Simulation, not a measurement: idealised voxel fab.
The process module that follows is named voxel capacitor over wiring.
We display cut, a cross-section 235 nm in width whose square cells are each 5 nm.
A cross-section is written here as square cells arranged in a grid, and it is given in bands from the top down, each band taking up one or more rows of cells. In this notation a band is specified by the heights of its top and bottom, in that order and in nm, after which its materials appear from left to right, each paired with its width in nm. The word "edge to edge" attached to a single material means that material fills the band from edge to edge; the word "empty" stands for empty space. A quick word on heights: they are counted from 0, and under that level the wafer as it came to us is one material throughout. The lowest band is different from the rest in having no bottom; it simply continues downward, written as in "0..down". Top row gets the first number, bottom row gets the second, and each row in between changes by the same step: that is how a band width like "30 to 40" works. A step reported as "no change" is a step in which no cell of the cross-section changed. For the entry "Trapped cavities", the listed items are empty spaces with no open way to the top whose size is 8 cells or more; each item follows the pattern width x height at distance, where distance is from the left edge and all three are in nm. after a step's settings: what the simulator itself notes on the step. "overlay nm" denotes, for a step that has a mask, the displacement of the mask to the right of its planned place, with negative values corresponding to the left.

### The process steps that were planned are listed below
1 RECEIVE: material Si
2 CONFORMAL_DEP: material SiO2, thk nm 10
3 CONFORMAL_DEP: material SiCN, thk nm 5
4 DIRECTIONAL_DEP: material SiO2, thk nm 15
5 DIRECTIONAL_DEP: material aC, thk nm 15
6 PATTERN: tone open, mask id METAL_1, material resist, width nm 20, pitch nm 80, thk nm 35, overlay nm 0
7 DIRECTIONAL_ETCH: etch materials aC, depth nm 15
8 STRIP: etch materials resist
9 DIRECTIONAL_ETCH: etch materials SiO2, depth nm 15
10 DIRECTIONAL_ETCH: etch materials SiCN, depth nm 5
11 STRIP: etch materials aC
12 CONFORMAL_DEP: material TiN, thk nm 5
13 FILL_DEP: material Cu, thk nm 5
14 CMP: height nm 30
15 CONFORMAL_DEP: material SiCN, thk nm 5
16 DIRECTIONAL_DEP: material SiO2, thk nm 15
17 PATTERN: tone open, mask id PLUG_1, material resist, width nm 15, thk nm 15, overlay nm 0
18 DIRECTIONAL_ETCH: etch materials SiO2, depth nm 15
19 DIRECTIONAL_ETCH: etch materials SiCN, depth nm 5
20 STRIP: etch materials resist
21 CONFORMAL_DEP: material TiN, thk nm 5
22 FILL_DEP: material W, thk nm 10
23 CMP: height nm 50
24 DIRECTIONAL_DEP: material TiN, thk nm 10
25 DIRECTIONAL_DEP: material HfO2, thk nm 5
26 DIRECTIONAL_DEP: material TiN, thk nm 5
27 PATTERN: tone cover, mask id UPPER_PLATE, material resist, width nm 65, thk nm 20, overlay nm 0
28 DIRECTIONAL_ETCH: etch materials TiN, depth nm 5
29 DIRECTIONAL_ETCH: etch materials HfO2, depth nm 5
30 STRIP: etch materials resist
31 PATTERN: tone cover, mask id LOWER_PLATE, material resist, width nm 75, thk nm 20, overlay nm 0
32 DIRECTIONAL_ETCH: etch materials TiN, depth nm 10
33 STRIP: etch materials resist
34 FILL_DEP: material SiO2, thk nm 20
35 CMP: height nm 85
36 PATTERN: tone open, mask id PLUG_2, material resist, width nm 15, thk nm 15, overlay nm 0
37 DIRECTIONAL_ETCH: etch materials SiO2, depth nm 15
38 STRIP: etch materials resist
39 CONFORMAL_DEP: material TiN, thk nm 5
40 FILL_DEP: material W, thk nm 10
41 CMP: height nm 85
42 CONFORMAL_DEP: material SiN, thk nm 5

### First out of two wafers; run went to plan

### Cross-section of the wafer at receipt, which is the condition after step 1
> 0..down: Si edge to edge
> Trapped cavities: none

### Cross-section of the wafer subsequent to step 2
> 10..0: SiO2 edge to edge
> Note: structure below 0 unchanged.

### Cross-section of the wafer subsequent to step 3
> 15..10: SiCN edge to edge
> Note: structure below 10 unchanged.

### Cross-section of the wafer subsequent to step 4
> 30..15: SiO2 edge to edge
> Note: structure below 15 unchanged.

### Cross-section of the wafer subsequent to step 5
> 45..30: aC edge to edge
> Note: structure below 30 unchanged.

### Cross-section of the wafer subsequent to step 6
> 80..45: resist=65, then empty=20, then resist=60, then empty=20, then resist=70
> Note: structure below 45 unchanged.

### Cross-section of the wafer subsequent to step 7
> 65..45: resist=65, then empty=20, then resist=60, then empty=20, then resist=70
> 45..30: aC=65, then empty=20, then aC=60, then empty=20, then aC=70
> Note: structure below 30 unchanged.

### Cross-section of the wafer subsequent to step 8
> 45..30: aC=65, then empty=20, then aC=60, then empty=20, then aC=70
> Note: structure below 30 unchanged.

### Cross-section of the wafer subsequent to step 9
> 45..30: aC=65, then empty=20, then aC=60, then empty=20, then aC=70
> 30..15: SiO2=65, then empty=20, then SiO2=60, then empty=20, then SiO2=70
> Note: structure below 15 unchanged.

### Cross-section of the wafer subsequent to step 10
> 45..30: aC=65, then empty=20, then aC=60, then empty=20, then aC=70
> 30..15: SiO2=65, then empty=20, then SiO2=60, then empty=20, then SiO2=70
> 15..10: SiCN=65, then empty=20, then SiCN=60, then empty=20, then SiCN=70
> Note: structure below 10 unchanged.

### Cross-section of the wafer subsequent to step 11
> 30..15: SiO2=65, then empty=20, then SiO2=60, then empty=20, then SiO2=70
> Note: structure below 15 unchanged.

### Cross-section of the wafer subsequent to step 12
> 35..30: TiN=70, then empty=10, then TiN=70, then empty=10, then TiN=75
> 30..15: SiO2=65, then TiN=5, then empty=10, then TiN=5, then SiO2=60, then TiN=5, then empty=10, then TiN=5, then SiO2=70
> 15..10: SiCN=65, then TiN=20, then SiCN=60, then TiN=20, then SiCN=70
> Note: structure below 10 unchanged.

### Cross-section of the wafer subsequent to step 13
> 40..35: Cu edge to edge
> 35..30: TiN=70, then Cu=10, then TiN=70, then Cu=10, then TiN=75
> 30..15: SiO2=65, then TiN=5, then Cu=10, then TiN=5, then SiO2=60, then TiN=5, then Cu=10, then TiN=5, then SiO2=70
> Note: structure below 15 unchanged.

### Cross-section of the wafer subsequent to step 14
> 30..15: SiO2=65, then TiN=5, then Cu=10, then TiN=5, then SiO2=60, then TiN=5, then Cu=10, then TiN=5, then SiO2=70
> Note: structure below 15 unchanged.

### Cross-section of the wafer subsequent to step 15
> 35..30: SiCN edge to edge
> Note: structure below 30 unchanged.

### Cross-section of the wafer subsequent to step 16
> 50..35: SiO2 edge to edge
> Note: structure below 35 unchanged.

### Cross-section of the wafer subsequent to step 17
> 65..50: resist=70, then empty=15, then resist=150
> Note: structure below 50 unchanged.

### Cross-section of the wafer subsequent to step 18
> 65..50: resist=70, then empty=15, then resist=150
> 50..35: SiO2=70, then empty=15, then SiO2=150
> Note: structure below 35 unchanged.

### Cross-section of the wafer subsequent to step 19
> 65..50: resist=70, then empty=15, then resist=150
> 50..35: SiO2=70, then empty=15, then SiO2=150
> 35..30: SiCN=70, then empty=15, then SiCN=150
> Note: structure below 30 unchanged.

### Cross-section of the wafer subsequent to step 20
> 50..35: SiO2=70, then empty=15, then SiO2=150
> Note: structure below 35 unchanged.

### Cross-section of the wafer subsequent to step 21
> 55..50: TiN=75, then empty=5, then TiN=155
> 50..35: SiO2=70, then TiN=5, then empty=5, then TiN=5, then SiO2=150
> 35..30: SiCN=70, then TiN=15, then SiCN=150
> Note: structure below 30 unchanged.

### Cross-section of the wafer subsequent to step 22
> 65..55: W edge to edge
> 55..50: TiN=75, then W=5, then TiN=155
> 50..35: SiO2=70, then TiN=5, then W=5, then TiN=5, then SiO2=150
> Note: structure below 35 unchanged.

### Cross-section of the wafer subsequent to step 23
> 50..35: SiO2=70, then TiN=5, then W=5, then TiN=5, then SiO2=150
> Note: structure below 35 unchanged.

### Cross-section of the wafer subsequent to step 24
> 60..50: TiN edge to edge
> Note: structure below 50 unchanged.

### Cross-section of the wafer subsequent to step 25
> 65..60: HfO2 edge to edge
> Note: structure below 60 unchanged.

### Cross-section of the wafer subsequent to step 26
> 70..65: TiN edge to edge
> Note: structure below 65 unchanged.

### Cross-section of the wafer subsequent to step 27
> 90..70: empty=70, then resist=65, then empty=100
> Note: structure below 70 unchanged.

### Cross-section of the wafer subsequent to step 28
> 90..70: empty=70, then resist=65, then empty=100
> 70..65: empty=70, then TiN=65, then empty=100
> Note: structure below 65 unchanged.

### Cross-section of the wafer subsequent to step 29
> 90..70: empty=70, then resist=65, then empty=100
> 70..65: empty=70, then TiN=65, then empty=100
> 65..60: empty=70, then HfO2=65, then empty=100
> Note: structure below 60 unchanged.

### Cross-section of the wafer subsequent to step 30
> 70..65: empty=70, then TiN=65, then empty=100
> Note: structure below 65 unchanged.

### Cross-section of the wafer subsequent to step 31
> 90..70: empty=65, then resist=75, then empty=95
> 70..65: empty=65, then resist=5, then TiN=65, then resist=5, then empty=95
> 65..60: empty=65, then resist=5, then HfO2=65, then resist=5, then empty=95
> Note: structure below 60 unchanged.

### Cross-section of the wafer subsequent to step 32
> 90..70: empty=65, then resist=75, then empty=95
> 70..65: empty=65, then resist=5, then TiN=65, then resist=5, then empty=95
> 65..60: empty=65, then resist=5, then HfO2=65, then resist=5, then empty=95
> 60..50: empty=65, then TiN=75, then empty=95
> Note: structure below 50 unchanged.

### Cross-section of the wafer subsequent to step 33
> 70..65: empty=70, then TiN=65, then empty=100
> 65..60: empty=70, then HfO2=65, then empty=100
> Note: structure below 60 unchanged.

### Cross-section of the wafer subsequent to step 34
> 90..70: SiO2 edge to edge
> 70..65: SiO2=70, then TiN=65, then SiO2=100
> 65..60: SiO2=70, then HfO2=65, then SiO2=100
> 60..50: SiO2=65, then TiN=75, then SiO2=95
> Note: structure below 50 unchanged.

### Cross-section of the wafer subsequent to step 35
> 85..70: SiO2 edge to edge
> Note: structure below 70 unchanged.

### Cross-section of the wafer subsequent to step 36
> 100..85: resist=80, then empty=15, then resist=140
> Note: structure below 85 unchanged.

### Cross-section of the wafer subsequent to step 37
> 100..85: resist=80, then empty=15, then resist=140
> 85..70: SiO2=80, then empty=15, then SiO2=140
> Note: structure below 70 unchanged.

### Cross-section of the wafer subsequent to step 38
> 85..70: SiO2=80, then empty=15, then SiO2=140
> Note: structure below 70 unchanged.

### Cross-section of the wafer subsequent to step 39
> 90..85: TiN=85, then empty=5, then TiN=145
> 85..75: SiO2=80, then TiN=5, then empty=5, then TiN=5, then SiO2=140
> 75..65: SiO2=80 to 70, then TiN=15 to 65, then SiO2=140 to 100
> Note: structure below 65 unchanged.

### Cross-section of the wafer subsequent to step 40
> 100..90: W edge to edge
> 90..85: TiN=85, then W=5, then TiN=145
> 85..75: SiO2=80, then TiN=5, then W=5, then TiN=5, then SiO2=140
> Note: structure below 75 unchanged.

### Cross-section of the wafer subsequent to step 41
> 85..75: SiO2=80, then TiN=5, then W=5, then TiN=5, then SiO2=140
> Note: structure below 75 unchanged.

### Cross-section of the wafer subsequent to step 42
> 90..85: SiN edge to edge
> Note: structure below 85 unchanged.

### Second wafer. Start and plan as for the first. One mistake made in running. Agrees with the first up to and including step 23

### Second wafer, section view, time point: scheduled end of step 24
> 65..50: TiN edge to edge
> Note: structure below 50 unchanged.

### Second wafer, section view, time point: scheduled end of step 25
> 70..65: HfO2 edge to edge
> Note: structure below 65 unchanged.

### Second wafer, section view, time point: scheduled end of step 26
> 75..70: TiN edge to edge
> Note: structure below 70 unchanged.

### Second wafer, section view, time point: scheduled end of step 27
> 95..75: empty=70, then resist=65, then empty=100
> Note: structure below 75 unchanged.

### Second wafer, section view, time point: scheduled end of step 28
> 95..75: empty=70, then resist=65, then empty=100
> 75..70: empty=70, then TiN=65, then empty=100
> Note: structure below 70 unchanged.

### Second wafer, section view, time point: scheduled end of step 29
> 95..75: empty=70, then resist=65, then empty=100
> 75..70: empty=70, then TiN=65, then empty=100
> 70..65: empty=70, then HfO2=65, then empty=100
> Note: structure below 65 unchanged.

### Second wafer, section view, time point: scheduled end of step 30
> 75..70: empty=70, then TiN=65, then empty=100
> Note: structure below 70 unchanged.

### Second wafer, section view, time point: scheduled end of step 31
> 95..75: empty=65, then resist=75, then empty=95
> 75..70: empty=65, then resist=5, then TiN=65, then resist=5, then empty=95
> 70..65: empty=65, then resist=5, then HfO2=65, then resist=5, then empty=95
> Note: structure below 65 unchanged.

### Second wafer, section view, time point: scheduled end of step 32
> 95..75: empty=65, then resist=75, then empty=95
> 75..70: empty=65, then resist=5, then TiN=65, then resist=5, then empty=95
> 70..65: empty=65, then resist=5, then HfO2=65, then resist=5, then empty=95
> 65..55: empty=65, then TiN=75, then empty=95
> Note: structure below 55 unchanged.

### Second wafer, section view, time point: scheduled end of step 33
> 75..70: empty=70, then TiN=65, then empty=100
> 70..65: empty=70, then HfO2=65, then empty=100
> Note: structure below 65 unchanged.

### Second wafer, section view, time point: scheduled end of step 34
> 95..75: SiO2 edge to edge
> 75..70: SiO2=70, then TiN=65, then SiO2=100
> 70..65: SiO2=70, then HfO2=65, then SiO2=100
> 65..55: SiO2=65, then TiN=75, then SiO2=95
> Note: structure below 55 unchanged.

### Second wafer, section view, time point: scheduled end of step 35
> 85..75: SiO2 edge to edge
> Note: structure below 75 unchanged.

### Second wafer, section view, time point: scheduled end of step 36
> 100..85: resist=80, then empty=15, then resist=140
> Note: structure below 85 unchanged.

### Second wafer, section view, time point: scheduled end of step 37
> 100..85: resist=80, then empty=15, then resist=140
> 85..75: SiO2=80, then empty=15, then SiO2=140
> Note: structure below 75 unchanged.

### Second wafer, section view, time point: scheduled end of step 38
> 85..75: SiO2=80, then empty=15, then SiO2=140
> Note: structure below 75 unchanged.

### Second wafer, section view, time point: scheduled end of step 39
> 90..85: TiN=85, then empty=5, then TiN=145
> 85..80: SiO2=80, then TiN=5, then empty=5, then TiN=5, then SiO2=140
> 80..70: SiO2=80 to 70, then TiN=15 to 65, then SiO2=140 to 100
> Note: structure below 70 unchanged.

### Second wafer, section view, time point: scheduled end of step 40
> 100..90: W edge to edge
> 90..85: TiN=85, then W=5, then TiN=145
> 85..80: SiO2=80, then TiN=5, then W=5, then TiN=5, then SiO2=140
> Note: structure below 80 unchanged.

### Second wafer, section view, time point: scheduled end of step 41
> 85..80: SiO2=80, then TiN=5, then W=5, then TiN=5, then SiO2=140
> Note: structure below 80 unchanged.

### Second wafer, section view, time point: scheduled end of step 42
> 90..85: SiN edge to edge
> Note: structure below 85 unchanged.
In executing the process, a mistake was made relative to the plan: step 24 off recipe, ran as DIRECTIONAL_DEP: material TiN, thk nm 15
It is noted that, at the conclusion of processing, the second wafer exhibits a higher or lower cell count for certain materials relative to the first: SiO2 -44, TiN +45, W -1
